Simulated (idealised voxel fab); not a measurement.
Proc. module: voxel capacitor over wiring
This is section cut - it's 260 nm across, gridded in 5 nm square cells.
Cross-section spec: square-cell grid; bands listed top down; each band is one or more rows.
Heights first: top, then bottom, in nm. Then materials, left to right, each with a width in nm. "edge to edge" on a single material: fills the band edge to edge. "empty": empty space.
Heights are expressed relative to 0, this being the level below which the as-received wafer comprises one material exclusively. The lowest band is unbounded in the downward direction and is denoted as in "0 nm and below".
The width entry "30->40" should be interpreted row by row: the top row of cells in the band takes the first number, the bottom row takes the second number, and the change between adjacent rows is uniform throughout.
"nothing different" for a step: no cell of the cross-section changed in that step.
"Trapped void list" specifies each empty space that is not open to the top and that occupies no fewer than 8 cells, using the form width x height at distance, the distance measured from the left edge and all three quantities in nm.
On each step's line, the part that comes after the settings is the simulator's own comment on the step.
"overlay nm", when on a step's line for a step with a mask, measures how far to the right of its planned place the mask lay; a negative measure means to the left.
PROCESS STEPS - PLAN
| 1 | op RECEIVE | material Si |
| 2 | op CONFORMAL_DEP | material SiO2 | thk nm 15 |
| 3 | op CONFORMAL_DEP | material SiCN | thk nm 5 |
| 4 | op DIRECTIONAL_DEP | material SiO2 | thk nm 15 |
| 5 | op MASKED_ETCH | tone open | mask id METAL_1 | width nm 30 | pitch nm 100 | etch materials SiO2 | depth nm 15 | overlay nm 0 |
| 6 | op MASKED_ETCH | tone open | mask id METAL_1 | width nm 30 | pitch nm 100 | etch materials SiCN | depth nm 5 | overlay nm 0 |
| 7 | op CONFORMAL_DEP | material TiN | thk nm 5 |
| 8 | op FILL_DEP | material Cu | thk nm 5 |
| 9 | op CMP | height nm 35 |
| 10 | op EPI | material Ru | thk nm 5 |
| 11 | op FILL_DEP | material SiCN | thk nm 5 |
| 12 | op DIRECTIONAL_DEP | material SiO2 | thk nm 15 |
| 13 | op MASKED_ETCH | tone open | mask id PLUG_1 | width nm 15 | etch materials SiO2 | depth nm 15 | overlay nm 0 |
| 14 | op MASKED_ETCH | tone open | mask id PLUG_1 | width nm 15 | etch materials SiCN | depth nm 5 | overlay nm 0 |
| 15 | op EPI | material Ru | thk nm 10 |
| 16 | op EPI | material Ru | thk nm 10 |
| 17 | op DIRECTIONAL_DEP | material TiN | thk nm 5 |
| 18 | op DIRECTIONAL_DEP | material Al2O3 | thk nm 5 |
| 19 | op DIRECTIONAL_DEP | material TiN | thk nm 10 |
| 20 | op MASKED_ETCH | tone cover | mask id UPPER_PLATE | width nm 75 | etch materials TiN | depth nm 10 | overlay nm 0 |
| 21 | op MASKED_ETCH | tone cover | mask id UPPER_PLATE | width nm 75 | etch materials Al2O3 | depth nm 5 | overlay nm 0 |
| 22 | op PATTERN | tone cover | mask id LOWER_PLATE | material resist | width nm 85 | thk nm 15 | overlay nm 0 |
| 23 | op DIRECTIONAL_ETCH | etch materials TiN | depth nm 5 |
| 24 | op STRIP | etch materials resist |
| 25 | op FILL_DEP | material SiO2 | thk nm 20 |
| 26 | op CMP | height nm 95 |
| 27 | op PATTERN | tone open | mask id PLUG_2 | material resist | width nm 15 | thk nm 15 | overlay nm 0 |
| 28 | op DIRECTIONAL_ETCH | etch materials SiO2 | depth nm 15 |
| 29 | op STRIP | etch materials resist |
| 30 | op CONFORMAL_DEP | material TiN | thk nm 5 |
| 31 | op FILL_DEP | material Ru | thk nm 10 |
| 32 | op CMP | height nm 95 |
| 33 | op CONFORMAL_DEP | material SiN | thk nm 5 |
FIRST WAFER, AS PLANNED
CROSS-SECTION OF THE WAFER UPON ARRIVAL, REPRESENTING THE STATE REACHED AFTER STEP 1
0 nm and below = Si edge to edge
Trapped void list: none
CROSS-SECTION OF THE WAFER SUBSEQUENT TO STEP 2
15 nm to 0 nm = SiO2 edge to edge
Below a height of 0, the structure has not been altered.
CROSS-SECTION OF THE WAFER SUBSEQUENT TO STEP 3
20 nm to 15 nm = SiCN edge to edge
Below a height of 15, the structure has not been altered.
CROSS-SECTION OF THE WAFER SUBSEQUENT TO STEP 4
35 nm to 20 nm = SiO2 edge to edge
Below a height of 20, the structure has not been altered.
CROSS-SECTION OF THE WAFER SUBSEQUENT TO STEP 5
35 nm to 20 nm = SiO2 (65), then empty (30), then SiO2 (70), then empty (30), then SiO2 (65)
Below a height of 20, the structure has not been altered.
CROSS-SECTION OF THE WAFER SUBSEQUENT TO STEP 6
35 nm to 20 nm = SiO2 (65), then empty (30), then SiO2 (70), then empty (30), then SiO2 (65)
20 nm to 15 nm = SiCN (65), then empty (30), then SiCN (70), then empty (30), then SiCN (65)
Below a height of 15, the structure has not been altered.
CROSS-SECTION OF THE WAFER SUBSEQUENT TO STEP 7
40 nm to 35 nm = TiN (70), then empty (20), then TiN (80), then empty (20), then TiN (70)
35 nm to 20 nm = SiO2 (65), then TiN (5), then empty (20), then TiN (5), then SiO2 (70), then TiN (5), then empty (20), then TiN (5), then SiO2 (65)
20 nm to 15 nm = SiCN (65), then TiN (30), then SiCN (70), then TiN (30), then SiCN (65)
Below a height of 15, the structure has not been altered.
CROSS-SECTION OF THE WAFER SUBSEQUENT TO STEP 8
45 nm to 40 nm = Cu edge to edge
40 nm to 35 nm = TiN (70), then Cu (20), then TiN (80), then Cu (20), then TiN (70)
35 nm to 20 nm = SiO2 (65), then TiN (5), then Cu (20), then TiN (5), then SiO2 (70), then TiN (5), then Cu (20), then TiN (5), then SiO2 (65)
Below a height of 20, the structure has not been altered.
CROSS-SECTION OF THE WAFER SUBSEQUENT TO STEP 9
35 nm to 20 nm = SiO2 (65), then TiN (5), then Cu (20), then TiN (5), then SiO2 (70), then TiN (5), then Cu (20), then TiN (5), then SiO2 (65)
Below a height of 20, the structure has not been altered.
CROSS-SECTION OF THE WAFER SUBSEQUENT TO STEP 10
40 nm to 35 nm = empty (60), then Ru (40), then empty (60), then Ru (40), then empty (60)
Below a height of 35, the structure has not been altered.
CROSS-SECTION OF THE WAFER SUBSEQUENT TO STEP 11
45 nm to 40 nm = SiCN edge to edge
40 nm to 35 nm = SiCN (60), then Ru (40), then SiCN (60), then Ru (40), then SiCN (60)
Below a height of 35, the structure has not been altered.
CROSS-SECTION OF THE WAFER SUBSEQUENT TO STEP 12
60 nm to 45 nm = SiO2 edge to edge
Below a height of 45, the structure has not been altered.
CROSS-SECTION OF THE WAFER SUBSEQUENT TO STEP 13
60 nm to 45 nm = SiO2 (80), then empty (15), then SiO2 (165)
Below a height of 45, the structure has not been altered.
CROSS-SECTION OF THE WAFER SUBSEQUENT TO STEP 14
60 nm to 45 nm = SiO2 (80), then empty (15), then SiO2 (165)
45 nm to 40 nm = SiCN (80), then empty (15), then SiCN (165)
Below a height of 40, the structure has not been altered.
CROSS-SECTION OF THE WAFER SUBSEQUENT TO STEP 15
60 nm to 50 nm = SiO2 (80), then empty (15), then SiO2 (165)
50 nm to 45 nm = SiO2 (80), then Ru (15), then SiO2 (165)
45 nm to 40 nm = SiCN (80), then Ru (15), then SiCN (165)
Below a height of 40, the structure has not been altered.
CROSS-SECTION OF THE WAFER SUBSEQUENT TO STEP 16
60 nm to 45 nm = SiO2 (80), then Ru (15), then SiO2 (165)
Below a height of 45, the structure has not been altered.
CROSS-SECTION OF THE WAFER SUBSEQUENT TO STEP 17
65 nm to 60 nm = TiN edge to edge
Below a height of 60, the structure has not been altered.
CROSS-SECTION OF THE WAFER SUBSEQUENT TO STEP 18
70 nm to 65 nm = Al2O3 edge to edge
Below a height of 65, the structure has not been altered.
CROSS-SECTION OF THE WAFER SUBSEQUENT TO STEP 19
80 nm to 70 nm = TiN edge to edge
Below a height of 70, the structure has not been altered.
CROSS-SECTION OF THE WAFER SUBSEQUENT TO STEP 20
80 nm to 70 nm = empty (80), then TiN (75), then empty (105)
Below a height of 70, the structure has not been altered.
CROSS-SECTION OF THE WAFER SUBSEQUENT TO STEP 21
80 nm to 70 nm = empty (80), then TiN (75), then empty (105)
70 nm to 65 nm = empty (80), then Al2O3 (75), then empty (105)
Below a height of 65, the structure has not been altered.
CROSS-SECTION OF THE WAFER SUBSEQUENT TO STEP 22
95 nm to 80 nm = empty (75), then resist (85), then empty (100)
80 nm to 70 nm = empty (75), then resist (5), then TiN (75), then resist (5), then empty (100)
70 nm to 65 nm = empty (75), then resist (5), then Al2O3 (75), then resist (5), then empty (100)
Below a height of 65, the structure has not been altered.
CROSS-SECTION OF THE WAFER SUBSEQUENT TO STEP 23
95 nm to 80 nm = empty (75), then resist (85), then empty (100)
80 nm to 70 nm = empty (75), then resist (5), then TiN (75), then resist (5), then empty (100)
70 nm to 65 nm = empty (75), then resist (5), then Al2O3 (75), then resist (5), then empty (100)
65 nm to 60 nm = empty (75), then TiN (85), then empty (100)
Below a height of 60, the structure has not been altered.
CROSS-SECTION OF THE WAFER SUBSEQUENT TO STEP 24
80 nm to 70 nm = empty (80), then TiN (75), then empty (105)
70 nm to 65 nm = empty (80), then Al2O3 (75), then empty (105)
Below a height of 65, the structure has not been altered.
CROSS-SECTION OF THE WAFER SUBSEQUENT TO STEP 25
100 nm to 80 nm = SiO2 edge to edge
80 nm to 70 nm = SiO2 (80), then TiN (75), then SiO2 (105)
70 nm to 65 nm = SiO2 (80), then Al2O3 (75), then SiO2 (105)
65 nm to 60 nm = SiO2 (75), then TiN (85), then SiO2 (100)
Below a height of 60, the structure has not been altered.
CROSS-SECTION OF THE WAFER SUBSEQUENT TO STEP 26
95 nm to 80 nm = SiO2 edge to edge
Below a height of 80, the structure has not been altered.
CROSS-SECTION OF THE WAFER SUBSEQUENT TO STEP 27
110 nm to 95 nm = resist (90), then empty (15), then resist (155)
Below a height of 95, the structure has not been altered.
CROSS-SECTION OF THE WAFER SUBSEQUENT TO STEP 28
110 nm to 95 nm = resist (90), then empty (15), then resist (155)
95 nm to 80 nm = SiO2 (90), then empty (15), then SiO2 (155)
Below a height of 80, the structure has not been altered.
CROSS-SECTION OF THE WAFER SUBSEQUENT TO STEP 29
95 nm to 80 nm = SiO2 (90), then empty (15), then SiO2 (155)
Below a height of 80, the structure has not been altered.
CROSS-SECTION OF THE WAFER SUBSEQUENT TO STEP 30
100 nm to 95 nm = TiN (95), then empty (5), then TiN (160)
95 nm to 85 nm = SiO2 (90), then TiN (5), then empty (5), then TiN (5), then SiO2 (155)
85 nm to 80 nm = SiO2 (90), then TiN (15), then SiO2 (155)
Below a height of 80, the structure has not been altered.
CROSS-SECTION OF THE WAFER SUBSEQUENT TO STEP 31
110 nm to 100 nm = Ru edge to edge
100 nm to 95 nm = TiN (95), then Ru (5), then TiN (160)
95 nm to 85 nm = SiO2 (90), then TiN (5), then Ru (5), then TiN (5), then SiO2 (155)
Below a height of 85, the structure has not been altered.
CROSS-SECTION OF THE WAFER SUBSEQUENT TO STEP 32
95 nm to 85 nm = SiO2 (90), then TiN (5), then Ru (5), then TiN (5), then SiO2 (155)
Below a height of 85, the structure has not been altered.
CROSS-SECTION OF THE WAFER SUBSEQUENT TO STEP 33
100 nm to 95 nm = SiN edge to edge
Below a height of 95, the structure has not been altered.
SECOND WAFER - SHARED START AND PLAN WITH THE FIRST - ONE ERROR IN RUNNING - SAME AS THE FIRST UP TO STEP 19 INCLUSIVE
X-SECTION, SECOND WAFER, WHEN STEP 20 WAS DUE TO FINISH
80 nm to 70 nm = empty (70), then TiN (75), then empty (115)
Below a height of 70, the structure has not been altered.
X-SECTION, SECOND WAFER, WHEN STEP 21 WAS DUE TO FINISH
80 nm to 70 nm = empty (70), then TiN (75), then empty (115)
70 nm to 65 nm = empty (70), then Al2O3 (85), then empty (105)
Below a height of 65, the structure has not been altered.
X-SECTION, SECOND WAFER, WHEN STEP 22 WAS DUE TO FINISH
95 nm to 80 nm = empty (75), then resist (85), then empty (100)
80 nm to 70 nm = empty (70), then TiN (75), then resist (15), then empty (100)
70 nm to 65 nm = empty (70), then Al2O3 (85), then resist (5), then empty (100)
Below a height of 65, the structure has not been altered.
X-SECTION, SECOND WAFER, WHEN STEP 23 WAS DUE TO FINISH
95 nm to 80 nm = empty (75), then resist (85), then empty (100)
80 nm to 70 nm = empty (75->70), then TiN (70->75), then resist (15), then empty (100)
70 nm to 65 nm = empty (70), then Al2O3 (85), then resist (5), then empty (100)
65 nm to 60 nm = empty (70), then TiN (90), then empty (100)
Below a height of 60, the structure has not been altered.
X-SECTION, SECOND WAFER, WHEN STEP 24 WAS DUE TO FINISH
80 nm to 70 nm = empty (75->70), then TiN (70->75), then empty (115)
70 nm to 65 nm = empty (70), then Al2O3 (85), then empty (105)
Below a height of 65, the structure has not been altered.
X-SECTION, SECOND WAFER, WHEN STEP 25 WAS DUE TO FINISH
100 nm to 80 nm = SiO2 edge to edge
80 nm to 70 nm = SiO2 (75->70), then TiN (70->75), then SiO2 (115)
70 nm to 65 nm = SiO2 (70), then Al2O3 (85), then SiO2 (105)
65 nm to 60 nm = SiO2 (70), then TiN (90), then SiO2 (100)
Below a height of 60, the structure has not been altered.
X-SECTION, SECOND WAFER, WHEN STEP 26 WAS DUE TO FINISH
95 nm to 80 nm = SiO2 edge to edge
Below a height of 80, the structure has not been altered.
X-SECTION, SECOND WAFER, WHEN STEP 27 WAS DUE TO FINISH
110 nm to 95 nm = resist (90), then empty (15), then resist (155)
Below a height of 95, the structure has not been altered.
X-SECTION, SECOND WAFER, WHEN STEP 28 WAS DUE TO FINISH
110 nm to 95 nm = resist (90), then empty (15), then resist (155)
95 nm to 80 nm = SiO2 (90), then empty (15), then SiO2 (155)
Below a height of 80, the structure has not been altered.
X-SECTION, SECOND WAFER, WHEN STEP 29 WAS DUE TO FINISH
95 nm to 80 nm = SiO2 (90), then empty (15), then SiO2 (155)
Below a height of 80, the structure has not been altered.
X-SECTION, SECOND WAFER, WHEN STEP 30 WAS DUE TO FINISH
100 nm to 95 nm = TiN (95), then empty (5), then TiN (160)
95 nm to 85 nm = SiO2 (90), then TiN (5), then empty (5), then TiN (5), then SiO2 (155)
85 nm to 75 nm = SiO2 (90->75), then TiN (15->70), then SiO2 (155->115)
Below a height of 75, the structure has not been altered.
X-SECTION, SECOND WAFER, WHEN STEP 31 WAS DUE TO FINISH
110 nm to 100 nm = Ru edge to edge
100 nm to 95 nm = TiN (95), then Ru (5), then TiN (160)
95 nm to 85 nm = SiO2 (90), then TiN (5), then Ru (5), then TiN (5), then SiO2 (155)
Below a height of 85, the structure has not been altered.
X-SECTION, SECOND WAFER, WHEN STEP 32 WAS DUE TO FINISH
95 nm to 85 nm = SiO2 (90), then TiN (5), then Ru (5), then TiN (5), then SiO2 (155)
Below a height of 85, the structure has not been altered.
X-SECTION, SECOND WAFER, WHEN STEP 33 WAS DUE TO FINISH
100 nm to 95 nm = SiN edge to edge
Below a height of 95, the structure has not been altered.
In executing the process, a mistake was made relative to the plan: step 20 was not run as planned; what actually ran was op MASKED_ETCH | tone cover | mask id UPPER_PLATE | width nm 75 | etch materials TiN | depth nm 10 | overlay nm -10
At the finish, the second wafer shows more or fewer cells for some materials than the first does: Al2O3: 2 more; SiO2: 2 fewer
